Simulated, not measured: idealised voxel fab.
Process module heading - voxel double patterning
The cross-section on display is named cut; it measures 165 nm wide, and its cells are 5 nm squares.
In what follows, cross-sections appear as grids of square cells, described through bands that run from the top down, where every band is one or more rows of cells.
Band: top height; bottom height; in nm. Then, left to right: material with width in nm, for each material. "edge to edge": a single material spanning edge to edge. "empty": empty space.
The level at which height equals 0 is the one under which the wafer, as it arrives, is entirely one material. No lower edge exists for the bottom band, which continues downward and is notated as in "0 and below".
So if you see something like "30..40" for the width, read it as the top row of the band sitting at the first number and the bottom row at the second, with every row in between moving by the same amount as the last.
Where the words "no modifications" appear for a step, the cross-section shows no cell changed by that step; every cell remained as before.
Each empty space that has no open way to the top and spans at least 8 cells appears under "Enclosed void catalog" as width x height at distance, the distance counted from the left edge, all in nm.
Step line, after settings: the simulator's comment on this step.
overlay nm, on a step with a mask: how far to the right of its planned place the mask lay; to the left if negative
Each pair of cross-sections that follows straddles one process step: the one shows the state before the step, the other the state after it, down to the lowest band that changed and no further. The step in question, and its settings, are given under the pair. Note that a pair is not necessarily a continuation of the pair above it, since pairs can come from different runs of this module on the same starting wafer; it is a continuation only where its entry headed "State before" says so.

State before
* 0 and below: Si edge to edge
* Enclosed void catalog: none

Result of Step
* 5 down to 0: SiO2 edge to edge
* Lower than 0, everything is as it was.
* Enclosed void catalog: none
What was done to get from the before section above to the after section? CONFORMAL_DEP [material SiO2] [thk nm 5]

State before: unchanged from the after cross-section in the pair immediately above; refer to that figure.

Result of Step
* 15 down to 5: TiN edge to edge
* Lower than 5, everything is as it was.
* Enclosed void catalog: none
What was done to get from the before section above to the after section? DIRECTIONAL_DEP [material TiN] [thk nm 10]

State before: unchanged from the after cross-section in the pair immediately above; refer to that figure.

Result of Step
* 20 down to 15: SiCN edge to edge
* Lower than 15, everything is as it was.
* Enclosed void catalog: none
What was done to get from the before section above to the after section? DIRECTIONAL_DEP [material SiCN] [thk nm 5]

State before: unchanged from the after cross-section in the pair immediately above; refer to that figure.

Result of Step
* 20 down to 15: SiCN 25 nm; empty 15 nm; SiCN 35 nm; empty 15 nm; SiCN 35 nm; empty 15 nm; SiCN 25 nm
* Lower than 15, everything is as it was.
* Enclosed void catalog: none
What was done to get from the before section above to the after section? MASKED_ETCH [tone open] [mask id FIRST] [width nm 15] [pitch nm 50] [etch materials SiCN] [depth nm 5] [overlay nm 0]

State before: unchanged from the after cross-section in the pair immediately above; refer to that figure.

Result of Step
* 20 down to 15: SiCN 25 nm; empty 15 nm; SiCN 10 nm; empty 15 nm; SiCN 10 nm; empty 15 nm; SiCN 10 nm; empty 15 nm; SiCN 10 nm; empty 15 nm; SiCN 25 nm
* Lower than 15, everything is as it was.
* Enclosed void catalog: none
What was done to get from the before section above to the after section? MASKED_ETCH [tone open] [mask id SECOND] [width nm 15] [pitch nm 50] [etch materials SiCN] [depth nm 5] [overlay nm 0]

State before: unchanged from the after cross-section in the pair immediately above; refer to that figure.

Result of Step
* 20 down to 15: SiCN 25 nm; empty 15 nm; SiCN 10 nm; empty 15 nm; SiCN 10 nm; empty 15 nm; SiCN 10 nm; empty 15 nm; SiCN 10 nm; empty 15 nm; SiCN 25 nm
* 15 down to 5: TiN 25 nm; empty 15 nm; TiN 10 nm; empty 15 nm; TiN 10 nm; empty 15 nm; TiN 10 nm; empty 15 nm; TiN 10 nm; empty 15 nm; TiN 25 nm
* Lower than 5, everything is as it was.
* Enclosed void catalog: none
What was done to get from the before section above to the after section? DIRECTIONAL_ETCH [etch materials TiN] [depth nm 10]

State before: unchanged from the after cross-section in the pair immediately above; refer to that figure.

Result of Step
* 15 down to 5: TiN 25 nm; empty 15 nm; TiN 10 nm; empty 15 nm; TiN 10 nm; empty 15 nm; TiN 10 nm; empty 15 nm; TiN 10 nm; empty 15 nm; TiN 25 nm
* Lower than 5, everything is as it was.
* Enclosed void catalog: none
What was done to get from the before section above to the after section? STRIP [etch materials SiCN]

State before
* 0 and below: Si edge to edge
* Enclosed void catalog: none

Result of Step
* 10 down to 0: TiN edge to edge
* Lower than 0, everything is as it was.
* Enclosed void catalog: none
What was done to get from the before section above to the after section? DIRECTIONAL_DEP [material TiN] [thk nm 10]

State before: unchanged from the after cross-section in the pair immediately above; refer to that figure.

Result of Step
* 15 down to 10: SiO2 edge to edge
* Lower than 10, everything is as it was.
* Enclosed void catalog: none
What was done to get from the before section above to the after section? CONFORMAL_DEP [material SiO2] [thk nm 5]

State before: unchanged from the after cross-section in the pair immediately above; refer to that figure.

Result of Step
* 20 down to 15: SiCN edge to edge
* Lower than 15, everything is as it was.
* Enclosed void catalog: none
What was done to get from the before section above to the after section? DIRECTIONAL_DEP [material SiCN] [thk nm 5]

State before: unchanged from the after cross-section in the pair immediately above; refer to that figure.

Result of Step
* 20 down to 15: SiCN 25 nm; empty 15 nm; SiCN 35 nm; empty 15 nm; SiCN 35 nm; empty 15 nm; SiCN 25 nm
* Lower than 15, everything is as it was.
* Enclosed void catalog: none
What was done to get from the before section above to the after section? MASKED_ETCH [tone open] [mask id FIRST] [width nm 15] [pitch nm 50] [etch materials SiCN] [depth nm 5] [overlay nm 0]

State before: unchanged from the after cross-section in the pair immediately above; refer to that figure.

Result of Step
* 20 down to 15: SiCN 25 nm; empty 15 nm; SiCN 10 nm; empty 15 nm; SiCN 10 nm; empty 15 nm; SiCN 10 nm; empty 15 nm; SiCN 10 nm; empty 15 nm; SiCN 25 nm
* Lower than 15, everything is as it was.
* Enclosed void catalog: none
What was done to get from the before section above to the after section? MASKED_ETCH [tone open] [mask id SECOND] [width nm 15] [pitch nm 50] [etch materials SiCN] [depth nm 5] [overlay nm 0]

State before: unchanged from the after cross-section in the pair immediately above; refer to that figure.

Result of Step
* 15 down to 10: SiO2 edge to edge
* Lower than 10, everything is as it was.
* Enclosed void catalog: none
What was done to get from the before section above to the after section? STRIP [etch materials SiCN]

State before
* 0 and below: Si edge to edge
* Enclosed void catalog: none

Result of Step
* 15 down to 0: SiO2 edge to edge
* Lower than 0, everything is as it was.
* Enclosed void catalog: none
What was done to get from the before section above to the after section? CONFORMAL_DEP [material SiO2] [thk nm 15]

State before: unchanged from the after cross-section in the pair immediately above; refer to that figure.

Result of Step
* 25 down to 15: TiN edge to edge
* Lower than 15, everything is as it was.
* Enclosed void catalog: none
What was done to get from the before section above to the after section? DIRECTIONAL_DEP [material TiN] [thk nm 10]

State before: unchanged from the after cross-section in the pair immediately above; refer to that figure.

Result of Step
* 30 down to 25: SiCN edge to edge
* Lower than 25, everything is as it was.
* Enclosed void catalog: none
What was done to get from the before section above to the after section? DIRECTIONAL_DEP [material SiCN] [thk nm 5]

State before: unchanged from the after cross-section in the pair immediately above; refer to that figure.

Result of Step
* 30 down to 25: SiCN 25 nm; empty 15 nm; SiCN 35 nm; empty 15 nm; SiCN 35 nm; empty 15 nm; SiCN 25 nm
* Lower than 25, everything is as it was.
* Enclosed void catalog: none
What was done to get from the before section above to the after section? MASKED_ETCH [tone open] [mask id FIRST] [width nm 15] [pitch nm 50] [etch materials SiCN] [depth nm 5] [overlay nm 0]

State before: unchanged from the after cross-section in the pair immediately above; refer to that figure.

Result of Step
* 30 down to 25: SiCN 25 nm; empty 15 nm; SiCN 10 nm; empty 15 nm; SiCN 10 nm; empty 15 nm; SiCN 10 nm; empty 15 nm; SiCN 10 nm; empty 15 nm; SiCN 25 nm
* Lower than 25, everything is as it was.
* Enclosed void catalog: none
What was done to get from the before section above to the after section? MASKED_ETCH [tone open] [mask id SECOND] [width nm 15] [pitch nm 50] [etch materials SiCN] [depth nm 5] [overlay nm 0]

State before: unchanged from the after cross-section in the pair immediately above; refer to that figure.

Result of Step
* 30 down to 25: SiCN 25 nm; empty 15 nm; SiCN 10 nm; empty 15 nm; SiCN 10 nm; empty 15 nm; SiCN 10 nm; empty 15 nm; SiCN 10 nm; empty 15 nm; SiCN 25 nm
* 25 down to 15: TiN 25 nm; empty 15 nm; TiN 10 nm; empty 15 nm; TiN 10 nm; empty 15 nm; TiN 10 nm; empty 15 nm; TiN 10 nm; empty 15 nm; TiN 25 nm
* Lower than 15, everything is as it was.
* Enclosed void catalog: none
What was done to get from the before section above to the after section? DIRECTIONAL_ETCH [etch materials TiN] [depth nm 10]

State before: unchanged from the after cross-section in the pair immediately above; refer to that figure.

Result of Step
* 25 down to 15: TiN 25 nm; empty 15 nm; TiN 10 nm; empty 15 nm; TiN 10 nm; empty 15 nm; TiN 10 nm; empty 15 nm; TiN 10 nm; empty 15 nm; TiN 25 nm
* Lower than 15, everything is as it was.
* Enclosed void catalog: none
What was done to get from the before section above to the after section? STRIP [etch materials SiCN]

State before
* 20 down to 15: SiCN 25 nm; empty 15 nm; SiCN 35 nm; empty 15 nm; SiCN 35 nm; empty 15 nm; SiCN 25 nm
* 15 down to 5: TiN edge to edge
* 5 down to 0: SiO2 edge to edge
* 0 and below: Si edge to edge
* Enclosed void catalog: none

Result of Step
* 20 down to 15: SiCN 25 nm; empty 15 nm; SiCN 10 nm; empty 20 nm; SiCN 5 nm; empty 15 nm; SiCN 10 nm; empty 20 nm; SiCN 5 nm; empty 15 nm; SiCN 25 nm
* Lower than 15, everything is as it was.
* Enclosed void catalog: none
What was done to get from the before section above to the after section? MASKED_ETCH [tone open] [mask id SECOND] [width nm 20] [pitch nm 50] [etch materials SiCN] [depth nm 5] [overlay nm 0]

State before: unchanged from the after cross-section in the pair immediately above; refer to that figure.

Result of Step
* 20 down to 15: SiCN 25 nm; empty 15 nm; SiCN 10 nm; empty 20 nm; SiCN 5 nm; empty 15 nm; SiCN 10 nm; empty 20 nm; SiCN 5 nm; empty 15 nm; SiCN 25 nm
* 15 down to 5: TiN 25 nm; empty 15 nm; TiN 10 nm; empty 20 nm; TiN 5 nm; empty 15 nm; TiN 10 nm; empty 20 nm; TiN 5 nm; empty 15 nm; TiN 25 nm
* Lower than 5, everything is as it was.
* Enclosed void catalog: none
What was done to get from the before section above to the after section? DIRECTIONAL_ETCH [etch materials TiN] [depth nm 10]

State before: unchanged from the after cross-section in the pair immediately above; refer to that figure.

Result of Step
* 15 down to 5: TiN 25 nm; empty 15 nm; TiN 10 nm; empty 20 nm; TiN 5 nm; empty 15 nm; TiN 10 nm; empty 20 nm; TiN 5 nm; empty 15 nm; TiN 25 nm
* Lower than 5, everything is as it was.
* Enclosed void catalog: none
What was done to get from the before section above to the after section? STRIP [etch materials SiCN]

State before
* 20 down to 15: SiCN edge to edge
* 15 down to 5: TiN edge to edge
* 5 down to 0: SiO2 edge to edge
* 0 and below: Si edge to edge
* Enclosed void catalog: none

Result of Step
* 20 down to 15: SiCN 15 nm; empty 15 nm; SiCN 35 nm; empty 15 nm; SiCN 35 nm; empty 15 nm; SiCN 35 nm
* Lower than 15, everything is as it was.
* Enclosed void catalog: none
What was done to get from the before section above to the after section? MASKED_ETCH [tone open] [mask id FIRST] [width nm 15] [pitch nm 50] [etch materials SiCN] [depth nm 5] [overlay nm -10]

State before: unchanged from the after cross-section in the pair immediately above; refer to that figure.

Result of Step
* 20 down to 15: SiCN 15 nm; empty 15 nm; SiCN 20 nm; empty 30 nm; SiCN 20 nm; empty 30 nm; SiCN 35 nm
* Lower than 15, everything is as it was.
* Enclosed void catalog: none
What was done to get from the before section above to the after section? MASKED_ETCH [tone open] [mask id SECOND] [width nm 15] [pitch nm 50] [etch materials SiCN] [depth nm 5] [overlay nm 0]

State before: unchanged from the after cross-section in the pair immediately above; refer to that figure.

Result of Step
* 20 down to 15: SiCN 15 nm; empty 15 nm; SiCN 20 nm; empty 30 nm; SiCN 20 nm; empty 30 nm; SiCN 35 nm
* 15 down to 5: TiN 15 nm; empty 15 nm; TiN 20 nm; empty 30 nm; TiN 20 nm; empty 30 nm; TiN 35 nm
* Lower than 5, everything is as it was.
* Enclosed void catalog: none
What was done to get from the before section above to the after section? DIRECTIONAL_ETCH [etch materials TiN] [depth nm 10]

State before: unchanged from the after cross-section in the pair immediately above; refer to that figure.

Result of Step
* 15 down to 5: TiN 15 nm; empty 15 nm; TiN 20 nm; empty 30 nm; TiN 20 nm; empty 30 nm; TiN 35 nm
* Lower than 5, everything is as it was.
* Enclosed void catalog: none
What was done to get from the before section above to the after section? STRIP [etch materials SiCN]

State before
* 5 down to 0: SiO2 edge to edge
* 0 and below: Si edge to edge
* Enclosed void catalog: none

Result of Step
* 15 down to 0: SiO2 edge to edge
* Lower than 0, everything is as it was.
* Enclosed void catalog: none
What was done to get from the before section above to the after section? DIRECTIONAL_DEP [material SiO2] [thk nm 10]

State before: unchanged from the after cross-section in the pair immediately above; refer to that figure.

Result of Step
* 20 down to 15: SiCN edge to edge
* Lower than 15, everything is as it was.
* Enclosed void catalog: none
What was done to get from the before section above to the after section? DIRECTIONAL_DEP [material SiCN] [thk nm 5]

State before: unchanged from the after cross-section in the pair immediately above; refer to that figure.

Result of Step
* 20 down to 15: SiCN 25 nm; empty 15 nm; SiCN 35 nm; empty 15 nm; SiCN 35 nm; empty 15 nm; SiCN 25 nm
* Lower than 15, everything is as it was.
* Enclosed void catalog: none
What was done to get from the before section above to the after section? MASKED_ETCH [tone open] [mask id FIRST] [width nm 15] [pitch nm 50] [etch materials SiCN] [depth nm 5] [overlay nm 0]

State before: unchanged from the after cross-section in the pair immediately above; refer to that figure.

Result of Step
* 20 down to 15: SiCN 25 nm; empty 15 nm; SiCN 10 nm; empty 15 nm; SiCN 10 nm; empty 15 nm; SiCN 10 nm; empty 15 nm; SiCN 10 nm; empty 15 nm; SiCN 25 nm
* Lower than 15, everything is as it was.
* Enclosed void catalog: none
What was done to get from the before section above to the after section? MASKED_ETCH [tone open] [mask id SECOND] [width nm 15] [pitch nm 50] [etch materials SiCN] [depth nm 5] [overlay nm 0]

State before: unchanged from the after cross-section in the pair immediately above; refer to that figure.

Result of Step
* 15 down to 0: SiO2 edge to edge
* Lower than 0, everything is as it was.
* Enclosed void catalog: none
What was done to get from the before section above to the after section? STRIP [etch materials SiCN]

State before
* 20 down to 15: SiCN 25 nm; empty 15 nm; SiCN 35 nm; empty 15 nm; SiCN 35 nm; empty 15 nm; SiCN 25 nm
* 15 down to 5: TiN edge to edge
* 5 down to 0: SiO2 edge to edge
* 0 and below: Si edge to edge
* Enclosed void catalog: none

Result of Step
* 20 down to 15: empty 50 nm; SiCN 15 nm; empty 35 nm; SiCN 15 nm; empty 50 nm
* Lower than 15, everything is as it was.
* Enclosed void catalog: none
What was done to get from the before section above to the after section? MASKED_ETCH [tone cover] [mask id SECOND] [width nm 15] [pitch nm 50] [etch materials SiCN] [depth nm 5] [overlay nm 0]

State before: unchanged from the after cross-section in the pair immediately above; refer to that figure.

Result of Step
* 20 down to 15: empty 50 nm; SiCN 15 nm; empty 35 nm; SiCN 15 nm; empty 50 nm
* 15 down to 5: empty 50 nm; TiN 15 nm; empty 35 nm; TiN 15 nm; empty 50 nm
* Lower than 5, everything is as it was.
* Enclosed void catalog: none
What was done to get from the before section above to the after section? DIRECTIONAL_ETCH [etch materials TiN] [depth nm 10]

State before: unchanged from the after cross-section in the pair immediately above; refer to that figure.

Result of Step
* 15 down to 5: empty 50 nm; TiN 15 nm; empty 35 nm; TiN 15 nm; empty 50 nm
* Lower than 5, everything is as it was.
* Enclosed void catalog: none
What was done to get from the before section above to the after section? STRIP [etch materials SiCN]
